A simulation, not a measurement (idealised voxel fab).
process module | voxel ribs on slabs
cross-section cut | 150 nm wide | cells 5 nm
A cross-section is a grid of square cells, given in bands from the top down. A band is one or more rows of cells.
Each band's line starts with the height of the band's top and of its bottom, in nm. Then come its materials from left to right, each with its width in nm. One material with "throughout" fills the band from edge to edge. "air" is empty space.
Height 0 is the level under which the wafer as received is all one material. The lowest band goes on downwards, as in "0 down".
A width such as "30 to 40" changes by the same amount from each row of cells to the next, from the band's top row to its bottom row.
"no change" after a step means that no cell of the cross-section changed.
closed voids: empty space of 8 cells or more with no open way to the top, each as width x height at its distance from the left edge, in nm
after a step's settings: what the simulator itself notes on the step
overlay nm, on a step with a mask: how far to the right of its planned place the mask lay; to the left if negative
plan
1 op RECEIVE | material Si
2 op DIRECTIONAL_DEP | material SiO2 | thk nm 30
3 op DIRECTIONAL_DEP | material polySi | thk nm 20
4 op DIRECTIONAL_DEP | material aC | thk nm 15
5 op PATTERN | tone cover | mask id RIB | material resist | width nm 30 | thk nm 30 | overlay nm 0
6 op DIRECTIONAL_ETCH | etch materials aC | depth nm 15
7 op STRIP | etch materials resist
8 op DIRECTIONAL_ETCH | etch materials polySi | depth nm 15
9 op STRIP | etch materials aC
10 op DIRECTIONAL_DEP | material aC | thk nm 10
11 op PATTERN | tone cover | mask id SLAB | material resist | width nm 80 | thk nm 25 | overlay nm 0
12 op DIRECTIONAL_ETCH | etch materials aC | depth nm 10
13 op STRIP | etch materials resist
14 op DIRECTIONAL_ETCH | etch materials polySi | depth nm 5
15 op STRIP | etch materials aC
16 op FILL_DEP | material SiO2 | thk nm 25
17 op CMP | height nm 65
18 op DIRECTIONAL_DEP | material W | thk nm 5
19 op PATTERN | tone cover | mask id HEATER | material resist | width nm 40 | thk nm 15 | overlay nm 0
20 op DIRECTIONAL_ETCH | etch materials W | depth nm 5
21 op STRIP | etch materials resist
22 op CONFORMAL_DEP | material SiN | thk nm 10
varied across the wafers: width nm of step 11. The plan shows the first wafer's value. All wafers start alike
first wafer as received, after step 1
  0 down: Si throughout
  closed voids: none
first wafer at the end, after step 22
  80 to 75: air 45 | SiN 60 | air 45
  75 to 70: SiN throughout
  70 to 65: SiN 55 | W 40 | SiN 55
  65 to 50: SiO2 throughout
  50 to 35: SiO2 60 | polySi 30 | SiO2 60
  35 to 30: SiO2 35 | polySi 80 | SiO2 35
  30 to 0: SiO2 throughout
  0 down: Si throughout
  closed voids: none
last wafer at the end
  80 to 75: air 45 | SiN 60 | air 45
  75 to 70: SiN throughout
  70 to 65: SiN 55 | W 40 | SiN 55
  65 to 50: SiO2 throughout
  50 to 35: SiO2 60 | polySi 30 | SiO2 60
  35 to 30: SiO2 25 | polySi 105 | SiO2 20
  30 to 0: SiO2 throughout
  0 down: Si throughout
  closed voids: none
each wafer at the end: cells of each material gained (+) or lost (-) since it was received, then its closed voids
width nm 80 | +64 SiN | +356 SiO2 | +8 W | +34 polySi | closed voids: none
width nm 85 | +64 SiN | +355 SiO2 | +8 W | +35 polySi | closed voids: none
width nm 90 | +64 SiN | +354 SiO2 | +8 W | +36 polySi | closed voids: none
width nm 95 | +64 SiN | +353 SiO2 | +8 W | +37 polySi | closed voids: none
width nm 100 | +64 SiN | +352 SiO2 | +8 W | +38 polySi | closed voids: none
width nm 105 | +64 SiN | +351 SiO2 | +8 W | +39 polySi | closed voids: none
